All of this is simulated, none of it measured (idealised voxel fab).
The name of this process module is voxel transistor to metal.
Cross-sectional view cut (width: 150 nm; square cell size: 5 nm).
Cross-sections here: square-cell grids, written as top-down lists of bands, a band being one or more rows of cells.
What a band's entry tells you: where the top is and where the bottom is, as heights in nm, and after that what lies inside, material by material from left to right, each with its width in nm. Empty space is written as the word "blank", and a single material marked with the word "edge to edge" occupies the band from edge to edge.
Height datum 0, below which the as-received substrate wafer is one material. Lowest band open at the bottom, running downward: "z 0 and below".
Per-row width for "30 to 40": begins at first number (top row of band), ends at second number (bottom row), increment between rows held constant.
"same as before" for a step: no cell of the cross-section changed in that step.
"Enclosed voids" lists enclosed empty spaces (at least 8 cells, no open path upward to the top), each as width x height at distance from the left edge, in nm.
Step line, after settings: the simulator's comment on this step.
overlay nm, on a step with a mask: how far to the right of its planned place the mask lay; to the left if negative

# The following list gives the planned process steps
step 1: RECEIVE (material Si)
step 2: OXIDIZE (depth nm 5)
step 3: CONFORMAL_DEP (material SiN; thk nm 10)
step 4: MASKED_ETCH (tone cover; mask id ACTIVE; width nm 110; etch materials SiN; depth nm 10; overlay nm 0)
step 5: MASKED_ETCH (tone cover; mask id ACTIVE; width nm 110; etch materials SiO2; depth nm 5; overlay nm 0)
step 6: MASKED_ETCH (tone cover; mask id ACTIVE; width nm 110; etch materials Si; depth nm 30; overlay nm 0)
step 7: OXIDIZE (depth nm 5)
step 8: FILL_DEP (material SiO2; thk nm 10)
step 9: CMP (height nm 10)
step 10: SELECTIVE_ETCH (etch materials SiO2; depth nm 5)
step 11: STRIP (etch materials SiN)
step 12: SELECTIVE_ETCH (etch materials SiO2; depth nm 5)
step 13: OXIDIZE (depth nm 5)
step 14: DIRECTIONAL_DEP (material polySi; thk nm 25)
step 15: DIRECTIONAL_DEP (material SiCN; thk nm 10)
step 16: PATTERN (tone cover; mask id GATE; material resist; width nm 30; thk nm 20; overlay nm 0)
step 17: DIRECTIONAL_ETCH (etch materials SiCN; depth nm 20)
step 18: DIRECTIONAL_ETCH (etch materials polySi; depth nm 35)
step 19: STRIP (etch materials resist)
step 20: CONFORMAL_DEP (material SiN; thk nm 10)
step 21: DIRECTIONAL_ETCH (etch materials SiN; depth nm 10)
step 22: DIRECTIONAL_ETCH (etch materials SiO2; depth nm 5)
step 23: EPI (material SiGe; thk nm 5)
step 24: FILL_DEP (material SiO2; thk nm 5)
step 25: CMP (height nm 20)
step 26: STRIP (etch materials polySi)
step 27: SELECTIVE_ETCH (etch materials SiO2; depth nm 5)
step 28: CONFORMAL_DEP (material HfO2; thk nm 5)
step 29: CONFORMAL_DEP (material TiN; thk nm 5)
step 30: FILL_DEP (material W; thk nm 10)
step 31: CMP (height nm 15)
step 32: DIRECTIONAL_DEP (material SiO2; thk nm 10)
step 33: MASKED_ETCH (tone open; mask id CONTACT; width nm 20; pitch nm 80; etch materials SiO2; depth nm 30; overlay nm 0)
step 34: CONFORMAL_DEP (material TiN; thk nm 5)
step 35: FILL_DEP (material W; thk nm 10)
step 36: CMP (height nm 25)
step 37: DIRECTIONAL_DEP (material TiN; thk nm 5)
step 38: DIRECTIONAL_DEP (material W; thk nm 20)
step 39: DIRECTIONAL_DEP (material aC; thk nm 15)
step 40: PATTERN (tone cover; mask id METAL_1; material resist; width nm 20; pitch nm 80; thk nm 35; overlay nm 0)
step 41: DIRECTIONAL_ETCH (etch materials aC; depth nm 15)
step 42: STRIP (etch materials resist)
step 43: DIRECTIONAL_ETCH (etch materials W; depth nm 20)
step 44: DIRECTIONAL_ETCH (etch materials TiN; depth nm 5)
step 45: STRIP (etch materials aC)
step 46: CONFORMAL_DEP (material SiN; thk nm 5)
step 47: FILL_DEP (material lowk; thk nm 10)
step 48: CMP (height nm 50)
step 49: CONFORMAL_DEP (material SiN; thk nm 5)

# Wafer cross-section on receipt, i.e. after step 1
    z 0 and below  Si edge to edge
    Enclosed voids: none

# Cross-section: first of two wafers, module finished, run according to plan
    z 55 to 50  SiN edge to edge
    z 50 to 30  20 of lowk, 5 of SiN, 20 of W, 5 of SiN, 50 of lowk, 5 of SiN, 20 of W, 5 of SiN, 20 of lowk
    z 30 to 25  25 of SiN, 20 of TiN, 60 of SiN, 20 of TiN, 25 of SiN
    z 25 to 15  25 of SiO2, 5 of TiN, 10 of W, 5 of TiN, 60 of SiO2, 5 of TiN, 10 of W, 5 of TiN, 25 of SiO2
    z 15 to 0  25 of SiO2, 5 of TiN, 10 of W, 5 of TiN, 5 of SiO2, 10 of SiN, 5 of HfO2, 5 of TiN, 10 of W, 5 of TiN, 5 of HfO2, 10 of SiN, 5 of SiO2, 5 of TiN, 10 of W, 5 of TiN, 25 of SiO2
    z 0 to -5  15 of SiO2, 10 of SiN, 20 of TiN, 5 of SiO2, 10 of SiN, 5 of HfO2, 20 of TiN, 5 of HfO2, 10 of SiN, 5 of SiO2, 20 of TiN, 10 of SiN, 15 of SiO2
    z -5 to -10  25 of SiO2, 25 of SiGe, 5 of SiO2, 40 of HfO2, 5 of SiO2, 25 of SiGe, 25 of SiO2
    z -10 to -40  25 of SiO2, 100 of Si, 25 of SiO2
    z -40 and below  Si edge to edge
    Enclosed voids: none

# So this is wafer number two of the two, cut at the end of the module - it started where the first did and had the same plan, we just got one thing wrong running it
    z 70 to 65  SiN edge to edge
    z 65 to 55  lowk edge to edge
    z 55 to 50  20 of lowk, 30 of SiN, 50 of lowk, 30 of SiN, 20 of lowk
    z 50 to 30  20 of lowk, 5 of SiN, 20 of W, 5 of SiN, 50 of lowk, 5 of SiN, 20 of W, 5 of SiN, 20 of lowk
    z 30 to 25  25 of SiN, 20 of TiN, 60 of SiN, 20 of TiN, 25 of SiN
    z 25 to 15  25 of SiO2, 5 of TiN, 10 of W, 5 of TiN, 60 of SiO2, 5 of TiN, 10 of W, 5 of TiN, 25 of SiO2
    z 15 to 0  25 of SiO2, 5 of TiN, 10 of W, 5 of TiN, 5 of SiO2, 10 of SiN, 5 of HfO2, 5 of TiN, 10 of W, 5 of TiN, 5 of HfO2, 10 of SiN, 5 of SiO2, 5 of TiN, 10 of W, 5 of TiN, 25 of SiO2
    z 0 to -5  15 of SiO2, 10 of SiN, 20 of TiN, 5 of SiO2, 10 of SiN, 5 of HfO2, 20 of TiN, 5 of HfO2, 10 of SiN, 5 of SiO2, 20 of TiN, 10 of SiN, 15 of SiO2
    z -5 to -10  25 of SiO2, 25 of SiGe, 5 of SiO2, 40 of HfO2, 5 of SiO2, 25 of SiGe, 25 of SiO2
    z -10 to -40  25 of SiO2, 100 of Si, 25 of SiO2
    z -40 and below  Si edge to edge
    Enclosed voids: none
The mistake made against the process plan was this: step 48 of the plan never got run, it was skipped over
Wrapping up, a cell-based count of both wafers puts the second over or under the first for these materials: SiN +12; lowk +78
